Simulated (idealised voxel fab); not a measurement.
Process module under the name voxel quadruple lines
This is section cut - it's 190 nm across, gridded in 5 nm square cells.
A cross-section is a grid of square cells, given in bands from the top down. A band is one or more rows of cells.
The entry gives the band's vertical extent as a top height and a bottom height in nm, then its horizontal make-up as materials from left to right, each with a width in nm. "empty" stands for empty space; a single material marked "everywhere" fills the band edge to edge.
All heights in this document are referenced to 0, defined as the level beneath which the wafer, as received, consists entirely of one material. The lowest band is not bounded below; it extends indefinitely downward and is written in the form "from 0 down".
The two numbers in a width such as "30->40" mark its ends across the band: the first belongs to the top row of cells, the second to the bottom row, and from each row to the next the width moves by the same amount.
Where a step carries "changes: none", the cross-section came out of it unchanged, cell for cell.
Voids not open to the top, 8 cells minimum: see "Enclosed cavity list". Written width x height at distance; distance is from the left edge; nm.
It should be noted that, on the line of a given step, the content following the step's settings is a remark produced by the simulator itself with respect to that step.
overlay nm: mask offset rightward from planned place, masked step; negative means leftward offset.
Steps in the process plan:
1,RECEIVE (material Si)
2,CONFORMAL_DEP (material SiO2; thk nm 10)
3,DIRECTIONAL_DEP (material TiN; thk nm 10)
4,DIRECTIONAL_DEP (material polySi; thk nm 20)
5,DIRECTIONAL_DEP (material aC; thk nm 25)
6,PATTERN (tone cover; mask id MANDREL; material resist; width nm 20; thk nm 35; overlay nm 0)
7,DIRECTIONAL_ETCH (etch materials aC; depth nm 25)
8,STRIP (etch materials resist)
9,CONFORMAL_DEP (material SiO2; thk nm 10)
10,DIRECTIONAL_ETCH (etch materials SiO2; depth nm 10)
11,STRIP (etch materials aC)
12,DIRECTIONAL_ETCH (etch materials polySi; depth nm 20)
13,STRIP (etch materials SiO2)
14,CONFORMAL_DEP (material SiN; thk nm 5)
15,DIRECTIONAL_ETCH (etch materials SiN; depth nm 5)
16,STRIP (etch materials polySi)
17,DIRECTIONAL_ETCH (etch materials TiN; depth nm 10)
18,STRIP (etch materials SiN)
19,FILL_DEP (material SiO2; thk nm 10)
20,CMP (height nm 20)
First wafer, as planned:
As received (post step 1): cross-section:
* from 0 down: Si everywhere
* Enclosed cavity list: none
Take a look at the wafer's cross-section after step 2:
* from 10 to 0: SiO2 everywhere
* Nothing below the height 0 has changed.
Take a look at the wafer's cross-section after step 3:
* from 20 to 10: TiN everywhere
* Nothing below the height 10 has changed.
Take a look at the wafer's cross-section after step 4:
* from 40 to 20: polySi everywhere
* Nothing below the height 20 has changed.
Take a look at the wafer's cross-section after step 5:
* from 65 to 40: aC everywhere
* Nothing below the height 40 has changed.
Take a look at the wafer's cross-section after step 6:
* from 100 to 65: empty: 85  resist: 20  empty: 85
* Nothing below the height 65 has changed.
Take a look at the wafer's cross-section after step 7:
* from 75 to 65: empty: 85  resist: 20  empty: 85
* from 65 to 40: empty: 85  aC: 20  empty: 85
* Nothing below the height 40 has changed.
Take a look at the wafer's cross-section after step 8:
* from 65 to 40: empty: 85  aC: 20  empty: 85
* Nothing below the height 40 has changed.
Take a look at the wafer's cross-section after step 9:
* from 75 to 65: empty: 75  SiO2: 40  empty: 75
* from 65 to 50: empty: 75  SiO2: 10  aC: 20  SiO2: 10  empty: 75
* from 50 to 40: SiO2: 85  aC: 20  SiO2: 85
* Nothing below the height 40 has changed.
Take a look at the wafer's cross-section after step 10:
* from 65 to 40: empty: 75  SiO2: 10  aC: 20  SiO2: 10  empty: 75
* Nothing below the height 40 has changed.
Take a look at the wafer's cross-section after step 11:
* from 65 to 40: empty: 75  SiO2: 10  empty: 20  SiO2: 10  empty: 75
* Nothing below the height 40 has changed.
Take a look at the wafer's cross-section after step 12:
* from 65 to 40: empty: 75  SiO2: 10  empty: 20  SiO2: 10  empty: 75
* from 40 to 20: empty: 75  polySi: 10  empty: 20  polySi: 10  empty: 75
* Nothing below the height 20 has changed.
Take a look at the wafer's cross-section after step 13:
* from 40 to 20: empty: 75  polySi: 10  empty: 20  polySi: 10  empty: 75
* Nothing below the height 20 has changed.
Take a look at the wafer's cross-section after step 14:
* from 45 to 40: empty: 70  SiN: 20  empty: 10  SiN: 20  empty: 70
* from 40 to 25: empty: 70  SiN: 5  polySi: 10  SiN: 5  empty: 10  SiN: 5  polySi: 10  SiN: 5  empty: 70
* from 25 to 20: SiN: 75  polySi: 10  SiN: 20  polySi: 10  SiN: 75
* Nothing below the height 20 has changed.
Take a look at the wafer's cross-section after step 15:
* from 40 to 20: empty: 70  SiN: 5  polySi: 10  SiN: 5  empty: 10  SiN: 5  polySi: 10  SiN: 5  empty: 70
* Nothing below the height 20 has changed.
Take a look at the wafer's cross-section after step 16:
* from 40 to 20: empty: 70  SiN: 5  empty: 10  SiN: 5  empty: 10  SiN: 5  empty: 10  SiN: 5  empty: 70
* Nothing below the height 20 has changed.
Take a look at the wafer's cross-section after step 17:
* from 40 to 20: empty: 70  SiN: 5  empty: 10  SiN: 5  empty: 10  SiN: 5  empty: 10  SiN: 5  empty: 70
* from 20 to 10: empty: 70  TiN: 5  empty: 10  TiN: 5  empty: 10  TiN: 5  empty: 10  TiN: 5  empty: 70
* Nothing below the height 10 has changed.
Take a look at the wafer's cross-section after step 18:
* from 20 to 10: empty: 70  TiN: 5  empty: 10  TiN: 5  empty: 10  TiN: 5  empty: 10  TiN: 5  empty: 70
* Nothing below the height 10 has changed.
Take a look at the wafer's cross-section after step 19:
* from 30 to 20: SiO2 everywhere
* from 20 to 10: SiO2: 70  TiN: 5  SiO2: 10  TiN: 5  SiO2: 10  TiN: 5  SiO2: 10  TiN: 5  SiO2: 70
* Nothing below the height 10 has changed.
Take a look at the wafer's cross-section after step 20:
* from 20 to 10: SiO2: 70  TiN: 5  SiO2: 10  TiN: 5  SiO2: 10  TiN: 5  SiO2: 10  TiN: 5  SiO2: 70
* Nothing below the height 10 has changed.
Wafer two. Same start, same plan, one slip in execution. Same as wafer one through step 5, inclusive:
Cross-sectional representation of the second wafer at the time designated in the plan for the completion of step 6:
* from 100 to 65: resist: 85  empty: 20  resist: 85
* Nothing below the height 65 has changed.
Cross-sectional representation of the second wafer at the time designated in the plan for the completion of step 7:
* from 75 to 65: resist: 85  empty: 20  resist: 85
* from 65 to 40: aC: 85  empty: 20  aC: 85
* Nothing below the height 40 has changed.
Cross-sectional representation of the second wafer at the time designated in the plan for the completion of step 8:
* from 65 to 40: aC: 85  empty: 20  aC: 85
* Nothing below the height 40 has changed.
Cross-sectional representation of the second wafer at the time designated in the plan for the completion of step 9:
* from 75 to 65: SiO2 everywhere
* from 65 to 40: aC: 85  SiO2: 20  aC: 85
* Nothing below the height 40 has changed.
Cross-sectional representation of the second wafer at the time designated in the plan for the completion of step 10:
* from 65 to 40: aC: 85  SiO2: 20  aC: 85
* Nothing below the height 40 has changed.
Cross-sectional representation of the second wafer at the time designated in the plan for the completion of step 11:
* from 65 to 40: empty: 85  SiO2: 20  empty: 85
* Nothing below the height 40 has changed.
Cross-sectional representation of the second wafer at the time designated in the plan for the completion of step 12:
* from 65 to 40: empty: 85  SiO2: 20  empty: 85
* from 40 to 20: empty: 85  polySi: 20  empty: 85
* Nothing below the height 20 has changed.
Cross-sectional representation of the second wafer at the time designated in the plan for the completion of step 13:
* from 40 to 20: empty: 85  polySi: 20  empty: 85
* Nothing below the height 20 has changed.
Cross-sectional representation of the second wafer at the time designated in the plan for the completion of step 14:
* from 45 to 40: empty: 80  SiN: 30  empty: 80
* from 40 to 25: empty: 80  SiN: 5  polySi: 20  SiN: 5  empty: 80
* from 25 to 20: SiN: 85  polySi: 20  SiN: 85
* Nothing below the height 20 has changed.
Cross-sectional representation of the second wafer at the time designated in the plan for the completion of step 15:
* from 40 to 20: empty: 80  SiN: 5  polySi: 20  SiN: 5  empty: 80
* Nothing below the height 20 has changed.
Cross-sectional representation of the second wafer at the time designated in the plan for the completion of step 16:
* from 40 to 20: empty: 80  SiN: 5  empty: 20  SiN: 5  empty: 80
* Nothing below the height 20 has changed.
Cross-sectional representation of the second wafer at the time designated in the plan for the completion of step 17:
* from 40 to 20: empty: 80  SiN: 5  empty: 20  SiN: 5  empty: 80
* from 20 to 10: empty: 80  TiN: 5  empty: 20  TiN: 5  empty: 80
* Nothing below the height 10 has changed.
Cross-sectional representation of the second wafer at the time designated in the plan for the completion of step 18:
* from 20 to 10: empty: 80  TiN: 5  empty: 20  TiN: 5  empty: 80
* Nothing below the height 10 has changed.
Cross-sectional representation of the second wafer at the time designated in the plan for the completion of step 19:
* from 30 to 20: SiO2 everywhere
* from 20 to 10: SiO2: 80  TiN: 5  SiO2: 20  TiN: 5  SiO2: 80
* Nothing below the height 10 has changed.
Cross-sectional representation of the second wafer at the time designated in the plan for the completion of step 20:
* from 20 to 10: SiO2: 80  TiN: 5  SiO2: 20  TiN: 5  SiO2: 80
* Nothing below the height 10 has changed.
Against the plan, the run slipped here: step 6 went in with a setting other than planned; the actual run was PATTERN (tone open; mask id MANDREL; material resist; width nm 20; thk nm 35; overlay nm 0)
Per the end-of-run cell counts, the second wafer holds more or fewer of some materials than the first: 4 more of SiO2, 4 fewer of TiN
